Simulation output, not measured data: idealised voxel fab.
This section sets out a process module, namely voxel wiring stack.
Cross-section cut spans 280 nm and uses square cells 5 nm in size.
Cross-section, as written here: a square-cell grid given band by band from the top down, where a band holds one or more rows of cells. Top, bottom (nm), then materials left to right with widths (nm); lone material tagged "all across" fills the whole band edge to edge; "empty" = empty space. Heights are measured from 0, the level below which the as-received wafer is all one material; the lowest band has no bottom and continues downward, written as in "0..down". The two numbers in a width such as "30..40" mark its ends across the band: the first belongs to the top row of cells, the second to the bottom row, and from each row to the next the width moves by the same amount. Where a step carries "left unchanged", the cross-section came out of it unchanged, cell for cell. Any empty space of 8 cells or more lacking an open way to the top shows up in "Closed void catalog" as width x height at distance, distance from the left edge, in nm. Step line, after settings: the simulator's comment on this step. What "overlay nm" on a step's line means: if the step has a mask, that mask lay this far to the right of its planned place, or, when the value is negative, to the left.

[Process steps foreseen in the plan]
1. op RECEIVE | material Si
2. op CONFORMAL_DEP | material SiO2 | thk nm 15
3. op CONFORMAL_DEP | material SiN | thk nm 5
4. op DIRECTIONAL_DEP | material lowk | thk nm 20
5. op DIRECTIONAL_DEP | material aC | thk nm 10
6. op PATTERN | tone open | mask id METAL_1 | material resist | width nm 25 | pitch nm 45 | thk nm 25 | overlay nm 0
7. op DIRECTIONAL_ETCH | etch materials aC | depth nm 10
8. op STRIP | etch materials resist
9. op DIRECTIONAL_ETCH | etch materials lowk | depth nm 20
10. op DIRECTIONAL_ETCH | etch materials SiN | depth nm 5
11. op STRIP | etch materials aC
12. op CONFORMAL_DEP | material TiN | thk nm 5
13. op FILL_DEP | material Ru | thk nm 5
14. op CMP | height nm 40
15. op CONFORMAL_DEP | material SiCN | thk nm 5
16. op DIRECTIONAL_DEP | material lowk | thk nm 10
17. op MASKED_ETCH | tone open | mask id PLUG_1 | width nm 15 | pitch nm 45 | etch materials lowk | depth nm 10 | overlay nm 0
18. op MASKED_ETCH | tone open | mask id PLUG_1 | width nm 15 | pitch nm 45 | etch materials SiCN | depth nm 5 | overlay nm 0
19. op EPI | material Ru | thk nm 10
20. op EPI | material Ru | thk nm 5
21. op CONFORMAL_DEP | material SiN | thk nm 5
22. op DIRECTIONAL_DEP | material SiO2 | thk nm 15
23. op PATTERN | tone open | mask id METAL_2 | material resist | width nm 25 | pitch nm 45 | thk nm 20 | overlay nm 0
24. op DIRECTIONAL_ETCH | etch materials SiO2 | depth nm 15
25. op DIRECTIONAL_ETCH | etch materials SiN | depth nm 5
26. op STRIP | etch materials resist
27. op CONFORMAL_DEP | material TiN | thk nm 5
28. op FILL_DEP | material Cu | thk nm 5
29. op CMP | height nm 75
30. op CONFORMAL_DEP | material SiN | thk nm 5

[On the first of the two wafers: run conducted according to plan]

[Cross-section of the incoming wafer, state after step 1]
* 0..down: Si all across
* Closed void catalog: none

[Step 2 complete: cross-section through the wafer]
* 15..0: SiO2 all across
* Everything under 0 stays put, no change at all.

[Step 3 complete: cross-section through the wafer]
* 20..15: SiN all across
* Everything under 15 stays put, no change at all.

[Step 4 complete: cross-section through the wafer]
* 40..20: lowk all across
* Everything under 20 stays put, no change at all.

[Step 5 complete: cross-section through the wafer]
* 50..40: aC all across
* Everything under 40 stays put, no change at all.

[Step 6 complete: cross-section through the wafer]
* 75..50: 80 of resist | 25 of empty | 20 of resist | 25 of empty | 20 of resist | 25 of empty | 85 of resist
* Everything under 50 stays put, no change at all.

[Step 7 complete: cross-section through the wafer]
* 65..50: 80 of resist | 25 of empty | 20 of resist | 25 of empty | 20 of resist | 25 of empty | 85 of resist
* 50..40: 80 of aC | 25 of empty | 20 of aC | 25 of empty | 20 of aC | 25 of empty | 85 of aC
* Everything under 40 stays put, no change at all.

[Step 8 complete: cross-section through the wafer]
* 50..40: 80 of aC | 25 of empty | 20 of aC | 25 of empty | 20 of aC | 25 of empty | 85 of aC
* Everything under 40 stays put, no change at all.

[Step 9 complete: cross-section through the wafer]
* 50..40: 80 of aC | 25 of empty | 20 of aC | 25 of empty | 20 of aC | 25 of empty | 85 of aC
* 40..20: 80 of lowk | 25 of empty | 20 of lowk | 25 of empty | 20 of lowk | 25 of empty | 85 of lowk
* Everything under 20 stays put, no change at all.

[Step 10 complete: cross-section through the wafer]
* 50..40: 80 of aC | 25 of empty | 20 of aC | 25 of empty | 20 of aC | 25 of empty | 85 of aC
* 40..20: 80 of lowk | 25 of empty | 20 of lowk | 25 of empty | 20 of lowk | 25 of empty | 85 of lowk
* 20..15: 80 of SiN | 25 of empty | 20 of SiN | 25 of empty | 20 of SiN | 25 of empty | 85 of SiN
* Everything under 15 stays put, no change at all.

[Step 11 complete: cross-section through the wafer]
* 40..20: 80 of lowk | 25 of empty | 20 of lowk | 25 of empty | 20 of lowk | 25 of empty | 85 of lowk
* Everything under 20 stays put, no change at all.

[Step 12 complete: cross-section through the wafer]
* 45..40: 85 of TiN | 15 of empty | 30 of TiN | 15 of empty | 30 of TiN | 15 of empty | 90 of TiN
* 40..20: 80 of lowk | 5 of TiN | 15 of empty | 5 of TiN | 20 of lowk | 5 of TiN | 15 of empty | 5 of TiN | 20 of lowk | 5 of TiN | 15 of empty | 5 of TiN | 85 of lowk
* 20..15: 80 of SiN | 25 of TiN | 20 of SiN | 25 of TiN | 20 of SiN | 25 of TiN | 85 of SiN
* Everything under 15 stays put, no change at all.

[Step 13 complete: cross-section through the wafer]
* 50..45: Ru all across
* 45..40: 85 of TiN | 15 of Ru | 30 of TiN | 15 of Ru | 30 of TiN | 15 of Ru | 90 of TiN
* 40..20: 80 of lowk | 5 of TiN | 15 of Ru | 5 of TiN | 20 of lowk | 5 of TiN | 15 of Ru | 5 of TiN | 20 of lowk | 5 of TiN | 15 of Ru | 5 of TiN | 85 of lowk
* Everything under 20 stays put, no change at all.

[Step 14 complete: cross-section through the wafer]
* 40..20: 80 of lowk | 5 of TiN | 15 of Ru | 5 of TiN | 20 of lowk | 5 of TiN | 15 of Ru | 5 of TiN | 20 of lowk | 5 of TiN | 15 of Ru | 5 of TiN | 85 of lowk
* Everything under 20 stays put, no change at all.

[Step 15 complete: cross-section through the wafer]
* 45..40: SiCN all across
* Everything under 40 stays put, no change at all.

[Step 16 complete: cross-section through the wafer]
* 55..45: lowk all across
* Everything under 45 stays put, no change at all.

[Step 17 complete: cross-section through the wafer]
* 55..45: 80 of lowk | 15 of empty | 30 of lowk | 15 of empty | 30 of lowk | 15 of empty | 95 of lowk
* Everything under 45 stays put, no change at all.

[Step 18 complete: cross-section through the wafer]
* 55..45: 80 of lowk | 15 of empty | 30 of lowk | 15 of empty | 30 of lowk | 15 of empty | 95 of lowk
* 45..40: 80 of SiCN | 15 of empty | 30 of SiCN | 15 of empty | 30 of SiCN | 15 of empty | 95 of SiCN
* Everything under 40 stays put, no change at all.

[Step 19 complete: cross-section through the wafer]
* 55..50: 80 of lowk | 15 of empty | 30 of lowk | 15 of empty | 30 of lowk | 15 of empty | 95 of lowk
* 50..45: 80 of lowk | 15 of Ru | 30 of lowk | 15 of Ru | 30 of lowk | 15 of Ru | 95 of lowk
* 45..40: 80 of SiCN | 15 of Ru | 30 of SiCN | 15 of Ru | 30 of SiCN | 15 of Ru | 95 of SiCN
* Everything under 40 stays put, no change at all.

[Step 20 complete: cross-section through the wafer]
* 55..45: 80 of lowk | 15 of Ru | 30 of lowk | 15 of Ru | 30 of lowk | 15 of Ru | 95 of lowk
* Everything under 45 stays put, no change at all.

[Step 21 complete: cross-section through the wafer]
* 60..55: SiN all across
* Everything under 55 stays put, no change at all.

[Step 22 complete: cross-section through the wafer]
* 75..60: SiO2 all across
* Everything under 60 stays put, no change at all.

[Step 23 complete: cross-section through the wafer]
* 95..75: 80 of resist | 25 of empty | 20 of resist | 25 of empty | 20 of resist | 25 of empty | 85 of resist
* Everything under 75 stays put, no change at all.

[Step 24 complete: cross-section through the wafer]
* 95..75: 80 of resist | 25 of empty | 20 of resist | 25 of empty | 20 of resist | 25 of empty | 85 of resist
* 75..60: 80 of SiO2 | 25 of empty | 20 of SiO2 | 25 of empty | 20 of SiO2 | 25 of empty | 85 of SiO2
* Everything under 60 stays put, no change at all.

[Step 25 complete: cross-section through the wafer]
* 95..75: 80 of resist | 25 of empty | 20 of resist | 25 of empty | 20 of resist | 25 of empty | 85 of resist
* 75..60: 80 of SiO2 | 25 of empty | 20 of SiO2 | 25 of empty | 20 of SiO2 | 25 of empty | 85 of SiO2
* 60..55: 80 of SiN | 25 of empty | 20 of SiN | 25 of empty | 20 of SiN | 25 of empty | 85 of SiN
* Everything under 55 stays put, no change at all.

[Step 26 complete: cross-section through the wafer]
* 75..60: 80 of SiO2 | 25 of empty | 20 of SiO2 | 25 of empty | 20 of SiO2 | 25 of empty | 85 of SiO2
* Everything under 60 stays put, no change at all.

[Step 27 complete: cross-section through the wafer]
* 80..75: 85 of TiN | 15 of empty | 30 of TiN | 15 of empty | 30 of TiN | 15 of empty | 90 of TiN
* 75..60: 80 of SiO2 | 5 of TiN | 15 of empty | 5 of TiN | 20 of SiO2 | 5 of TiN | 15 of empty | 5 of TiN | 20 of SiO2 | 5 of TiN | 15 of empty | 5 of TiN | 85 of SiO2
* 60..55: 80 of SiN | 25 of TiN | 20 of SiN | 25 of TiN | 20 of SiN | 25 of TiN | 85 of SiN
* Everything under 55 stays put, no change at all.

[Step 28 complete: cross-section through the wafer]
* 85..80: Cu all across
* 80..75: 85 of TiN | 15 of Cu | 30 of TiN | 15 of Cu | 30 of TiN | 15 of Cu | 90 of TiN
* 75..60: 80 of SiO2 | 5 of TiN | 15 of Cu | 5 of TiN | 20 of SiO2 | 5 of TiN | 15 of Cu | 5 of TiN | 20 of SiO2 | 5 of TiN | 15 of Cu | 5 of TiN | 85 of SiO2
* Everything under 60 stays put, no change at all.

[Step 29 complete: cross-section through the wafer]
* 75..60: 80 of SiO2 | 5 of TiN | 15 of Cu | 5 of TiN | 20 of SiO2 | 5 of TiN | 15 of Cu | 5 of TiN | 20 of SiO2 | 5 of TiN | 15 of Cu | 5 of TiN | 85 of SiO2
* Everything under 60 stays put, no change at all.

[Step 30 complete: cross-section through the wafer]
* 80..75: SiN all across
* Everything under 75 stays put, no change at all.

[What follows concerns the second wafer, which started out like the first and was meant to follow the very same plan; one mistake crept in when it was run, but everything up to and including step 14 is the same as for the first wafer]

[Planned end of step 15: second wafer, cross-section]
* 45..40: lowk all across
* Everything under 40 stays put, no change at all.

[Planned end of step 16: second wafer, cross-section]
* 55..40: lowk all across
* Everything under 40 stays put, no change at all.

[Planned end of step 17: second wafer, cross-section]
* 55..45: 80 of lowk | 15 of empty | 30 of lowk | 15 of empty | 30 of lowk | 15 of empty | 95 of lowk
* Everything under 45 stays put, no change at all.

Planned end of step 18: second wafer, cross-section: left unchanged

Planned end of step 19: second wafer, cross-section: left unchanged

Planned end of step 20: second wafer, cross-section: left unchanged

[Planned end of step 21: second wafer, cross-section]
* 60..55: 85 of SiN | 5 of empty | 40 of SiN | 5 of empty | 40 of SiN | 5 of empty | 100 of SiN
* 55..50: 80 of lowk | 5 of SiN | 5 of empty | 5 of SiN | 30 of lowk | 5 of SiN | 5 of empty | 5 of SiN | 30 of lowk | 5 of SiN | 5 of empty | 5 of SiN | 95 of lowk
* 50..45: 80 of lowk | 15 of SiN | 30 of lowk | 15 of SiN | 30 of lowk | 15 of SiN | 95 of lowk
* Everything under 45 stays put, no change at all.

[Planned end of step 22: second wafer, cross-section]
* 75..65: 85 of SiO2 | 5 of empty | 40 of SiO2 | 5 of empty | 40 of SiO2 | 5 of empty | 100 of SiO2
* 65..60: SiO2 all across
* 60..55: 85 of SiN | 5 of SiO2 | 40 of SiN | 5 of SiO2 | 40 of SiN | 5 of SiO2 | 100 of SiN
* 55..50: 80 of lowk | 5 of SiN | 5 of SiO2 | 5 of SiN | 30 of lowk | 5 of SiN | 5 of SiO2 | 5 of SiN | 30 of lowk | 5 of SiN | 5 of SiO2 | 5 of SiN | 95 of lowk
* Everything under 50 stays put, no change at all.

[Planned end of step 23: second wafer, cross-section]
* 95..75: 80 of resist | 25 of empty | 20 of resist | 25 of empty | 20 of resist | 25 of empty | 85 of resist
* Everything under 75 stays put, no change at all.

[Planned end of step 24: second wafer, cross-section]
* 95..75: 80 of resist | 25 of empty | 20 of resist | 25 of empty | 20 of resist | 25 of empty | 85 of resist
* 75..60: 80 of SiO2 | 25 of empty | 20 of SiO2 | 25 of empty | 20 of SiO2 | 25 of empty | 85 of SiO2
* 60..55: 85 of SiN | 5 of empty | 40 of SiN | 5 of empty | 40 of SiN | 5 of empty | 100 of SiN
* 55..50: 80 of lowk | 5 of SiN | 5 of empty | 5 of SiN | 30 of lowk | 5 of SiN | 5 of empty | 5 of SiN | 30 of lowk | 5 of SiN | 5 of empty | 5 of SiN | 95 of lowk
* Everything under 50 stays put, no change at all.

[Planned end of step 25: second wafer, cross-section]
* 95..75: 80 of resist | 25 of empty | 20 of resist | 25 of empty | 20 of resist | 25 of empty | 85 of resist
* 75..60: 80 of SiO2 | 25 of empty | 20 of SiO2 | 25 of empty | 20 of SiO2 | 25 of empty | 85 of SiO2
* 60..55: 80 of SiN | 25 of empty | 20 of SiN | 25 of empty | 20 of SiN | 25 of empty | 85 of SiN
* 55..45: 80 of lowk | 5 of SiN | 5 of empty | 5 of SiN | 30 of lowk | 5 of SiN | 5 of empty | 5 of SiN | 30 of lowk | 5 of SiN | 5 of empty | 5 of SiN | 95 of lowk
* Everything under 45 stays put, no change at all.

[Planned end of step 26: second wafer, cross-section]
* 75..60: 80 of SiO2 | 25 of empty | 20 of SiO2 | 25 of empty | 20 of SiO2 | 25 of empty | 85 of SiO2
* Everything under 60 stays put, no change at all.

[Planned end of step 27: second wafer, cross-section]
* 80..75: 85 of TiN | 15 of empty | 30 of TiN | 15 of empty | 30 of TiN | 15 of empty | 90 of TiN
* 75..60: 80 of SiO2 | 5 of TiN | 15 of empty | 5 of TiN | 20 of SiO2 | 5 of TiN | 15 of empty | 5 of TiN | 20 of SiO2 | 5 of TiN | 15 of empty | 5 of TiN | 85 of SiO2
* 60..55: 80 of SiN | 25 of TiN | 20 of SiN | 25 of TiN | 20 of SiN | 25 of TiN | 85 of SiN
* 55..45: 80 of lowk | 5 of SiN | 5 of TiN | 5 of SiN | 30 of lowk | 5 of SiN | 5 of TiN | 5 of SiN | 30 of lowk | 5 of SiN | 5 of TiN | 5 of SiN | 95 of lowk
* Everything under 45 stays put, no change at all.

[Planned end of step 28: second wafer, cross-section]
* 85..80: Cu all across
* 80..75: 85 of TiN | 15 of Cu | 30 of TiN | 15 of Cu | 30 of TiN | 15 of Cu | 90 of TiN
* 75..60: 80 of SiO2 | 5 of TiN | 15 of Cu | 5 of TiN | 20 of SiO2 | 5 of TiN | 15 of Cu | 5 of TiN | 20 of SiO2 | 5 of TiN | 15 of Cu | 5 of TiN | 85 of SiO2
* Everything under 60 stays put, no change at all.

[Planned end of step 29: second wafer, cross-section]
* 75..60: 80 of SiO2 | 5 of TiN | 15 of Cu | 5 of TiN | 20 of SiO2 | 5 of TiN | 15 of Cu | 5 of TiN | 20 of SiO2 | 5 of TiN | 15 of Cu | 5 of TiN | 85 of SiO2
* Everything under 60 stays put, no change at all.

[Planned end of step 30: second wafer, cross-section]
* 80..75: SiN all across
* Everything under 75 stays put, no change at all.
The plan and the run diverged here: in deviation from the planned setting, step 15 was conducted as op CONFORMAL_DEP | material lowk | thk nm 5
The final cell counts differ between the wafers, with the second having more or fewer of some materials than the first: -27 Ru, -47 SiCN, +12 SiN, +6 TiN, +56 lowk
